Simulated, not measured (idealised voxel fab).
The process module that follows is named voxel transistor to metal.
The width of the displayed cross-section, cut, is 185 nm; its cells are square, with a size of 5 nm.
When this document writes out a cross-section, it uses a grid of square cells and lists it as bands, beginning at the top and moving down, with a band standing for one or more rows of cells. A band entry consists of two parts. The first gives the height of the band's top and the height of its bottom, in nm. The rest lists the band's materials from left to right, each with its width in nm. A single material labelled with the word "throughout" fills the band from edge to edge, and the word "air" marks empty space. Beneath 0, the wafer as received is one material, and that level is where height counting begins. The lowest band goes on downward without a bottom; it is written like "0 nm and below". The two numbers in a width such as "30->40" mark its ends across the band: the first belongs to the top row of cells, the second to the bottom row, and from each row to the next the width moves by the same amount. Any step labelled "changes: none" changed none of the cells in the cross-section. What "Sealed cavities" gives you is every empty space of 8 cells or more that is cut off from the top. Each appears as width x height at distance, with the distance taken from the left edge and width, height and distance all in nm. Formally, on a step line, whatever follows the settings is a remark that the simulator itself makes on the step. The "overlay nm" setting may appear on a step's line; for a step that uses a mask, it gives how far to the right of its planned position the mask lay, and a negative value indicates the left.

Process steps - plan
step 1: RECEIVE, material Si
step 2: CONFORMAL_DEP, material SiO2, thk nm 5
step 3: CONFORMAL_DEP, material SiN, thk nm 15
step 4: PATTERN, tone cover, mask id ACTIVE, material resist, width nm 105, thk nm 20, overlay nm 0
step 5: DIRECTIONAL_ETCH, etch materials SiN, depth nm 15
step 6: DIRECTIONAL_ETCH, etch materials SiO2, depth nm 5
step 7: DIRECTIONAL_ETCH, etch materials Si, depth nm 30
step 8: STRIP, etch materials resist
step 9: FILL_DEP, material SiO2, thk nm 5
step 10: CMP, height nm 20
step 11: SELECTIVE_ETCH, etch materials SiO2, depth nm 5
step 12: STRIP, etch materials SiN
step 13: SELECTIVE_ETCH, etch materials SiO2, depth nm 5
step 14: OXIDIZE, depth nm 5
step 15: DIRECTIONAL_DEP, material polySi, thk nm 30
step 16: DIRECTIONAL_DEP, material SiCN, thk nm 10
step 17: PATTERN, tone cover, mask id GATE, material resist, width nm 25, thk nm 20, overlay nm 0
step 18: DIRECTIONAL_ETCH, etch materials SiCN, depth nm 20
step 19: DIRECTIONAL_ETCH, etch materials polySi, depth nm 40
step 20: STRIP, etch materials resist
step 21: CONFORMAL_DEP, material SiN, thk nm 10
step 22: DIRECTIONAL_ETCH, etch materials SiN, depth nm 10
step 23: DIRECTIONAL_ETCH, etch materials SiO2, depth nm 5
step 24: DIRECTIONAL_ETCH, etch materials Si, depth nm 10
step 25: EPI, material nSi, thk nm 10
step 26: FILL_DEP, material SiO2, thk nm 10
step 27: CMP, height nm 40
step 28: DIRECTIONAL_DEP, material SiO2, thk nm 15
step 29: PATTERN, tone open, mask id CONTACT, material resist, width nm 20, pitch nm 75, thk nm 15, overlay nm 0
step 30: DIRECTIONAL_ETCH, etch materials SiO2, depth nm 60
step 31: STRIP, etch materials resist
step 32: CONFORMAL_DEP, material TiN, thk nm 5
step 33: FILL_DEP, material Ru, thk nm 5
step 34: CMP, height nm 55
step 35: DIRECTIONAL_DEP, material TiN, thk nm 5
step 36: DIRECTIONAL_DEP, material W, thk nm 20
step 37: MASKED_ETCH, tone cover, mask id METAL_1, width nm 20, pitch nm 75, etch materials W, depth nm 20, overlay nm 0
step 38: MASKED_ETCH, tone cover, mask id METAL_1, width nm 20, pitch nm 75, etch materials TiN, depth nm 5, overlay nm 0
step 39: CONFORMAL_DEP, material SiCN, thk nm 5
step 40: FILL_DEP, material SiO2, thk nm 5
step 41: CMP, height nm 80
step 42: CONFORMAL_DEP, material SiCN, thk nm 5

Cross-section of the wafer as it came to us, i.e., already through step 1
> 0 nm and below: Si throughout
> Sealed cavities: none

A wafer at the end: this start, this plan, one mistake
> 85 nm to 80 nm: SiCN throughout
> 80 nm to 60 nm: 40 nm SiO2  5 nm SiCN  20 nm W  5 nm SiCN  45 nm SiO2  5 nm SiCN  20 nm W  5 nm SiCN  40 nm SiO2
> 60 nm to 55 nm: 45 nm SiCN  20 nm TiN  55 nm SiCN  20 nm TiN  45 nm SiCN
> 55 nm to 40 nm: 45 nm SiO2  5 nm TiN  10 nm Ru  5 nm TiN  55 nm SiO2  5 nm TiN  10 nm Ru  5 nm TiN  45 nm SiO2
> 40 nm to 30 nm: 45 nm SiO2  5 nm TiN  10 nm Ru  5 nm TiN  5 nm SiO2  10 nm SiN  25 nm SiCN  10 nm SiN  5 nm SiO2  5 nm TiN  10 nm Ru  5 nm TiN  45 nm SiO2
> 30 nm to 15 nm: 45 nm SiO2  5 nm TiN  10 nm Ru  5 nm TiN  5 nm SiO2  10 nm SiN  25 nm polySi  10 nm SiN  5 nm SiO2  5 nm TiN  10 nm Ru  5 nm TiN  45 nm SiO2
> 15 nm to 10 nm: 45 nm SiO2  20 nm TiN  5 nm SiO2  10 nm SiN  25 nm polySi  10 nm SiN  5 nm SiO2  20 nm TiN  45 nm SiO2
> 10 nm to 5 nm: 35 nm SiO2  10 nm SiN  25 nm SiO2  10 nm SiN  25 nm polySi  10 nm SiN  25 nm SiO2  10 nm SiN  35 nm SiO2
> 5 nm to 0 nm: 35 nm SiO2  10 nm SiN  10 nm nSi  5 nm SiO2  10 nm nSi  10 nm SiN  25 nm polySi  10 nm SiN  10 nm nSi  5 nm SiO2  10 nm nSi  10 nm SiN  35 nm SiO2
> 0 nm to -5 nm: 45 nm SiO2  10 nm nSi  5 nm SiO2  10 nm nSi  45 nm SiO2  10 nm nSi  5 nm SiO2  10 nm nSi  45 nm SiO2
> -5 nm to -15 nm: 40 nm SiO2  5 nm Si  25 nm nSi  45 nm Si  25 nm nSi  5 nm Si  40 nm SiO2
> -15 nm to -30 nm: 40 nm SiO2  105 nm Si  40 nm SiO2
> -30 nm and below: Si throughout
> Sealed cavities: none
Diagnosis: in the plan, step 28 was performed twice
